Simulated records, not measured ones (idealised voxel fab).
Process module name: voxel capacitor over wiring
Section shown: cut. Width: 245 nm. Cell size: 5 nm, square.
Heads up, the way a cross-section reads in here is a grid of square cells, handed over as bands from the top down, with every band being one or more rows of cells. What a band's entry tells you: where the top is and where the bottom is, as heights in nm, and after that what lies inside, material by material from left to right, each with its width in nm. Empty space is written as the word "air", and a single material marked with the word "all across" occupies the band from edge to edge. All heights in this document are referenced to 0, defined as the level beneath which the wafer, as received, consists entirely of one material. The lowest band is not bounded below; it extends indefinitely downward and is written in the form "z 0 and below". So if you see something like "30 to 40" for the width, read it as the top row of the band sitting at the first number and the bottom row at the second, with every row in between moving by the same amount as the last. A step reported as "nothing got changed" is a step in which no cell of the cross-section changed. Any empty space of 8 cells or more lacking an open way to the top shows up in "Cavities, closed" as width x height at distance, distance from the left edge, in nm. Post-settings text on a step line: simulator's own remark regarding the step. Regarding "overlay nm": on a step with a mask, it is the distance the mask lay to the right of its planned place; a negative value places it to the left.
[The following list gives the planned process steps]
1. RECEIVE | material Si
2. CONFORMAL_DEP | material SiO2 | thk nm 15
3. CONFORMAL_DEP | material SiN | thk nm 5
4. DIRECTIONAL_DEP | material SiO2 | thk nm 25
5. DIRECTIONAL_DEP | material aC | thk nm 10
6. PATTERN | tone open | mask id METAL_1 | material resist | width nm 30 | pitch nm 95 | thk nm 30 | overlay nm 0
7. DIRECTIONAL_ETCH | etch materials aC | depth nm 10
8. STRIP | etch materials resist
9. DIRECTIONAL_ETCH | etch materials SiO2 | depth nm 25
10. DIRECTIONAL_ETCH | etch materials SiN | depth nm 5
11. STRIP | etch materials aC
12. CONFORMAL_DEP | material TiN | thk nm 5
13. FILL_DEP | material Cu | thk nm 10
14. CMP | height nm 45
15. CONFORMAL_DEP | material SiCN | thk nm 5
16. DIRECTIONAL_DEP | material SiO2 | thk nm 15
17. PATTERN | tone open | mask id PLUG_1 | material resist | width nm 15 | thk nm 20 | overlay nm 0
18. DIRECTIONAL_ETCH | etch materials SiO2 | depth nm 15
19. DIRECTIONAL_ETCH | etch materials SiCN | depth nm 5
20. STRIP | etch materials resist
21. CONFORMAL_DEP | material TiN | thk nm 5
22. FILL_DEP | material Cu | thk nm 10
23. CMP | height nm 65
24. DIRECTIONAL_DEP | material TiN | thk nm 10
25. DIRECTIONAL_DEP | material HfO2 | thk nm 5
26. DIRECTIONAL_DEP | material TiN | thk nm 5
27. PATTERN | tone cover | mask id UPPER_PLATE | material resist | width nm 70 | thk nm 15 | overlay nm 0
28. DIRECTIONAL_ETCH | etch materials TiN | depth nm 5
29. DIRECTIONAL_ETCH | etch materials HfO2 | depth nm 5
30. STRIP | etch materials resist
31. DIRECTIONAL_DEP | material aC | thk nm 10
32. PATTERN | tone cover | mask id LOWER_PLATE | material resist | width nm 80 | thk nm 30 | overlay nm 0
33. DIRECTIONAL_ETCH | etch materials aC | depth nm 10
34. STRIP | etch materials resist
35. DIRECTIONAL_ETCH | etch materials TiN | depth nm 10
36. STRIP | etch materials aC
37. FILL_DEP | material SiO2 | thk nm 15
38. CMP | height nm 95
39. DIRECTIONAL_DEP | material aC | thk nm 15
40. PATTERN | tone open | mask id PLUG_2 | material resist | width nm 15 | thk nm 35 | overlay nm 0
41. DIRECTIONAL_ETCH | etch materials aC | depth nm 15
42. STRIP | etch materials resist
43. DIRECTIONAL_ETCH | etch materials SiO2 | depth nm 10
44. STRIP | etch materials aC
45. CONFORMAL_DEP | material TiN | thk nm 5
46. FILL_DEP | material W | thk nm 10
47. CMP | height nm 95
48. CONFORMAL_DEP | material SiN | thk nm 5
[Wafer cross-section on receipt, i.e. after step 1]
  z 0 and below = Si all across
  Cavities, closed: none
[Sectioned view, first of two wafers, at the close of the module, processed as intended in the plan]
  z 100 to 95 = SiN all across
  z 95 to 90 = 85 of SiO2 / 5 of TiN / 5 of W / 5 of TiN / 145 of SiO2
  z 90 to 80 = 85 to 75 of SiO2 / 15 to 70 of TiN / 145 to 100 of SiO2
  z 80 to 75 = 75 of SiO2 / 70 of HfO2 / 100 of SiO2
  z 75 to 65 = 70 of SiO2 / 80 of TiN / 95 of SiO2
  z 65 to 50 = 75 of SiO2 / 5 of TiN / 5 of Cu / 5 of TiN / 155 of SiO2
  z 50 to 45 = 75 of SiCN / 15 of TiN / 155 of SiCN
  z 45 to 20 = 60 of SiO2 / 5 of TiN / 20 of Cu / 5 of TiN / 65 of SiO2 / 5 of TiN / 20 of Cu / 5 of TiN / 60 of SiO2
  z 20 to 15 = 60 of SiN / 30 of TiN / 65 of SiN / 30 of TiN / 60 of SiN
  z 15 to 0 = SiO2 all across
  z 0 and below = Si all across
  Cavities, closed: none
[Cross-sectional view of the second of two wafers upon completion of the module. This wafer shared its starting condition and process plan with the first; one error was made during its execution]
  z 115 to 110 = SiN all across
  z 110 to 100 = W all across
  z 100 to 95 = 90 of TiN / 5 of W / 150 of TiN
  z 95 to 90 = 85 of SiO2 / 5 of TiN / 5 of W / 5 of TiN / 145 of SiO2
  z 90 to 80 = 85 to 75 of SiO2 / 15 to 70 of TiN / 145 to 100 of SiO2
  z 80 to 75 = 75 of SiO2 / 70 of HfO2 / 100 of SiO2
  z 75 to 65 = 70 of SiO2 / 80 of TiN / 95 of SiO2
  z 65 to 50 = 75 of SiO2 / 5 of TiN / 5 of Cu / 5 of TiN / 155 of SiO2
  z 50 to 45 = 75 of SiCN / 15 of TiN / 155 of SiCN
  z 45 to 20 = 60 of SiO2 / 5 of TiN / 20 of Cu / 5 of TiN / 65 of SiO2 / 5 of TiN / 20 of Cu / 5 of TiN / 60 of SiO2
  z 20 to 15 = 60 of SiN / 30 of TiN / 65 of SiN / 30 of TiN / 60 of SiN
  z 15 to 0 = SiO2 all across
  z 0 and below = Si all across
  Cavities, closed: none
Which mistake was made when the wafer was run? not run: step 47 of the plan (skipped)
In the final state, the cell counts of the second wafer exceed or fall short of those of the first for the following materials: 48 more of TiN | 99 more of W
